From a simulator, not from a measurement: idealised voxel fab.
The following is a process module called voxel gate over fins.
Xsec cut, 160 nm wide, square cell size 5 nm.
Notation: cross-section as square-cell grid; stated in bands, top first, going down; one or more cell rows per band. Within each band entry, the heights of the top and of the bottom of the band appear first, in that order and in nm; the materials of the band then follow from left to right, each with its corresponding width in nm. The designation "all across" on a single material indicates that it fills the band from edge to edge; the designation "empty" indicates empty space. Below 0: as-received wafer, all one material; heights counted from there. Lowest band: no bottom, goes on down, written "0..down". Width "30->40": first value at the band's top row of cells, second value at its bottom row, equal change from row to row. "remains unaltered" (step): cross-section cells unchanged, all of them. Empty spaces counting at least 8 cells and having no open way to the top are listed in "Tabulated closed voids". The notation width x height at distance is used for each, the distance being from the left edge and all three values in nm. Post-settings text on a step line: simulator's own remark regarding the step. "overlay nm" answers the question of how far to the right of plan the mask lay on a step that has a mask, and when it is negative the answer is to the left.
### The following list gives the planned process steps
1 RECEIVE with material Si
2 CONFORMAL_DEP with material SiN, thk nm 10
3 MASKED_ETCH with tone cover, mask id FINS, width nm 15, pitch nm 60, etch materials SiN, depth nm 10, overlay nm 0
4 MASKED_ETCH with tone cover, mask id FINS, width nm 15, pitch nm 60, etch materials Si, depth nm 35, overlay nm 0
5 OXIDIZE with depth nm 5
6 FILL_DEP with material SiO2, thk nm 15
7 CMP with height nm 10
8 MASKED_ETCH with tone open, mask id RAIL, width nm 15, etch materials SiO2, depth nm 40, overlay nm 0
9 CONFORMAL_DEP with material TiN, thk nm 5
10 FILL_DEP with material Ru, thk nm 5
11 CMP with height nm 10
12 SELECTIVE_ETCH with etch materials W Ru TiN, depth nm 25
13 FILL_DEP with material SiO2, thk nm 5
14 CMP with height nm 10
15 SELECTIVE_ETCH with etch materials SiO2, depth nm 20
16 STRIP with etch materials SiN
17 CONFORMAL_DEP with material HfO2, thk nm 5
18 CONFORMAL_DEP with material TiN, thk nm 5
19 CONFORMAL_DEP with material TiAl, thk nm 5
20 CONFORMAL_DEP with material TiN, thk nm 5
21 FILL_DEP with material W, thk nm 10
22 CMP with height nm 25
23 CONFORMAL_DEP with material SiN, thk nm 10
Keep in mind the plan's value for the width nm of step 4 comes from the first wafer; the wafers don't share that setting, but they do share the same starting point.
### Received wafers, first of several: cross-section after step 1
- 0..down = Si all across
- Tabulated closed voids: none
### Cross-section, first of several wafers, end of module, after last step 23
- 35..25 = SiN all across
- 25..20 = W all across
- 20..15 = 25 nm W / 45 nm TiN / 15 nm W / 45 nm TiN / 30 nm W
- 15..10 = 25 nm W / 5 nm TiN / 35 nm TiAl / 5 nm TiN / 15 nm W / 5 nm TiN / 35 nm TiAl / 5 nm TiN / 30 nm W
- 10..5 = 30 nm TiN / 5 nm TiAl / 25 nm TiN / 5 nm TiAl / 25 nm TiN / 5 nm TiAl / 25 nm TiN / 5 nm TiAl / 35 nm TiN
- 5..0 = 35 nm TiAl / 5 nm TiN / 15 nm HfO2 / 5 nm TiN / 35 nm TiAl / 5 nm TiN / 15 nm HfO2 / 5 nm TiN / 40 nm TiAl
- 0..-5 = 40 nm TiN / 5 nm HfO2 / 5 nm Si / 5 nm HfO2 / 45 nm TiN / 5 nm HfO2 / 5 nm Si / 5 nm HfO2 / 45 nm TiN
- -5..-10 = 45 nm HfO2 / 5 nm Si / 55 nm HfO2 / 5 nm Si / 50 nm HfO2
- -10..-15 = 45 nm SiO2 / 5 nm Si / 55 nm SiO2 / 5 nm Si / 50 nm SiO2
- -15..-25 = 45 nm SiO2 / 5 nm Si / 20 nm SiO2 / 5 nm TiN / 5 nm Ru / 5 nm TiN / 20 nm SiO2 / 5 nm Si / 50 nm SiO2
- -25..-30 = 45 nm SiO2 / 5 nm Si / 20 nm SiO2 / 15 nm TiN / 20 nm SiO2 / 5 nm Si / 50 nm SiO2
- -30..-40 = 45 nm SiO2 / 5 nm Si / 55 nm SiO2 / 5 nm Si / 50 nm SiO2
- -40..down = Si all across
- Tabulated closed voids: none
### The module's end: a cross-section of the last wafer
- 35..25 = SiN all across
- 25..20 = W all across
- 20..15 = 25 nm W / 45 nm TiN / 15 nm W / 45 nm TiN / 30 nm W
- 15..10 = 20 nm W / 10 nm TiN / 35 nm TiAl / 25 nm TiN / 35 nm TiAl / 15 nm TiN / 20 nm W
- 10..5 = 25 nm TiN / 10 nm TiAl / 25 nm TiN / 15 nm TiAl / 10 nm TiN / 10 nm TiAl / 25 nm TiN / 15 nm TiAl / 25 nm TiN
- 5..0 = 30 nm TiAl / 10 nm TiN / 15 nm HfO2 / 15 nm TiN / 20 nm TiAl / 10 nm TiN / 15 nm HfO2 / 15 nm TiN / 30 nm TiAl
- 0..-5 = 35 nm TiN / 10 nm HfO2 / 5 nm Si / 15 nm HfO2 / 30 nm TiN / 10 nm HfO2 / 5 nm Si / 15 nm HfO2 / 35 nm TiN
- -5..-10 = 40 nm HfO2 / 20 nm Si / 40 nm HfO2 / 20 nm Si / 40 nm HfO2
- -10..-15 = 40 nm SiO2 / 20 nm Si / 40 nm SiO2 / 20 nm Si / 40 nm SiO2
- -15..-25 = 40 nm SiO2 / 20 nm Si / 10 nm SiO2 / 5 nm TiN / 5 nm Ru / 5 nm TiN / 15 nm SiO2 / 20 nm Si / 40 nm SiO2
- -25..-30 = 40 nm SiO2 / 20 nm Si / 10 nm SiO2 / 15 nm TiN / 15 nm SiO2 / 20 nm Si / 40 nm SiO2
- -30..-40 = 40 nm SiO2 / 20 nm Si / 40 nm SiO2 / 20 nm Si / 40 nm SiO2
- -40..down = Si all across
- Tabulated closed voids: none
### For your reference, the table is organized with a row per wafer; each row reflects the wafer at the end of the module, indicating for each material the cells gained (+) or lost (-) since receipt, and thereafter its closed voids
width nm 15; +40 HfO2; +2 Ru; -240 Si; +64 SiN; +171 SiO2; +40 TiAl; +87 TiN; +60 W; Tabulated closed voids: none
width nm 20; +40 HfO2; +2 Ru; -226 Si; +64 SiN; +159 SiO2; +40 TiAl; +87 TiN; +58 W; Tabulated closed voids: none
width nm 25; +40 HfO2; +2 Ru; -212 Si; +64 SiN; +147 SiO2; +40 TiAl; +87 TiN; +56 W; Tabulated closed voids: none
width nm 30; +40 HfO2; +2 Ru; -198 Si; +64 SiN; +135 SiO2; +40 TiAl; +87 TiN; +54 W; Tabulated closed voids: none
